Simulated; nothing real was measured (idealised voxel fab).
Title: Process Module voxel self aligned contacts
Xsec cut, 245 nm wide, square cell size 5 nm.
Notation: cross-section as square-cell grid; stated in bands, top first, going down; one or more cell rows per band. In this notation a band is specified by the heights of its top and bottom, in that order and in nm, after which its materials appear from left to right, each paired with its width in nm. The word "full width" attached to a single material means that material fills the band from edge to edge; the word "air" stands for empty space. For the purposes of this specification, 0 denotes the height below which the wafer in its as-received condition is composed wholly of one material, and the lowermost band, lacking a lower limit, extends downward without end, as expressed in "0 nm and below". With a width like "30->40", each row of cells in the band differs from the next by the same amount, the top row carrying the first number and the bottom row the second. Key: "remained the same" - step with no changed cell in the cross-section. Basically, "Unvented cavities" tells you about the enclosed voids: empty spaces with no open way to the top, 8 cells or bigger, each written width x height at distance, where distance is from the left edge, all in nm. If you see something after the settings on a step's line, that's the simulator's own remark about that step. You can add "overlay nm" to a step's line. For a step with a mask, it describes how far the mask lay to the right of its planned position, and a negative number describes a lay to the left.

[These are the steps we planned for the process]
1) RECEIVE with material Si
2) OXIDIZE with depth nm 5
3) DIRECTIONAL_DEP with material polySi, thk nm 30
4) DIRECTIONAL_DEP with material SiN, thk nm 20
5) DIRECTIONAL_DEP with material aC, thk nm 10
6) PATTERN with tone cover, mask id GATE, material resist, width nm 35, pitch nm 80, thk nm 30, overlay nm 0
7) DIRECTIONAL_ETCH with etch materials aC, depth nm 10
8) STRIP with etch materials resist
9) DIRECTIONAL_ETCH with etch materials SiN, depth nm 20
10) DIRECTIONAL_ETCH with etch materials polySi, depth nm 30
11) STRIP with etch materials aC
12) CONFORMAL_DEP with material SiN, thk nm 10
13) DIRECTIONAL_ETCH with etch materials SiN, depth nm 10
14) FILL_DEP with material SiO2, thk nm 10
15) CMP with height nm 55
16) MASKED_ETCH with tone open, mask id CONTACT, width nm 55, etch materials SiO2, depth nm 60, overlay nm 0
17) CONFORMAL_DEP with material TiN, thk nm 5
18) FILL_DEP with material Ru, thk nm 5
19) CMP with height nm 55
20) CONFORMAL_DEP with material SiN, thk nm 5

[Wafer as received: cross-section following step 1]
  0 nm and below | Si full width
  Unvented cavities: none

[The first of the two wafers as seen in cross-section once the module was finished; processing followed the plan]
  60 nm to 55 nm | SiN full width
  55 nm to 50 nm | SiO2 95 / TiN 20 / Ru 15 / TiN 20 / SiO2 95
  50 nm to 30 nm | SiO2 55 / SiN 55 / TiN 5 / Ru 15 / TiN 5 / SiN 55 / SiO2 55
  30 nm to 0 nm | SiO2 55 / SiN 10 / polySi 35 / SiN 10 / TiN 5 / Ru 15 / TiN 5 / SiN 10 / polySi 35 / SiN 10 / SiO2 55
  0 nm to -5 nm | SiO2 110 / TiN 25 / SiO2 110
  -5 nm and below | Si full width
  Unvented cavities: none

[This is the second of the two wafers, cross-sectioned at the end of the module; it started exactly like the first and was given the same plan, but it was run with one mistake]
  60 nm to 55 nm | SiN full width
  55 nm to 50 nm | SiO2 95 / TiN 20 / Ru 15 / TiN 20 / SiO2 95
  50 nm to 30 nm | SiO2 55 / SiN 55 / TiN 5 / Ru 15 / TiN 5 / SiN 55 / SiO2 55
  30 nm to 5 nm | SiO2 55 / SiN 10 / polySi 35 / SiN 10 / TiN 5 / Ru 15 / TiN 5 / SiN 10 / polySi 35 / SiN 10 / SiO2 55
  5 nm to 0 nm | SiO2 55 / SiN 10 / polySi 35 / SiN 10 / TiN 25 / SiN 10 / polySi 35 / SiN 10 / SiO2 55
  0 nm and below | Si full width
  Unvented cavities: none
Want to know what went wrong? it should be noted that step 2 of the plan was omitted and was not performed
Final difference in cells, second wafer against first, listed per material as more or fewer: Ru: 3 fewer; Si: 49 more; SiO2: 44 fewer; TiN: 2 fewer
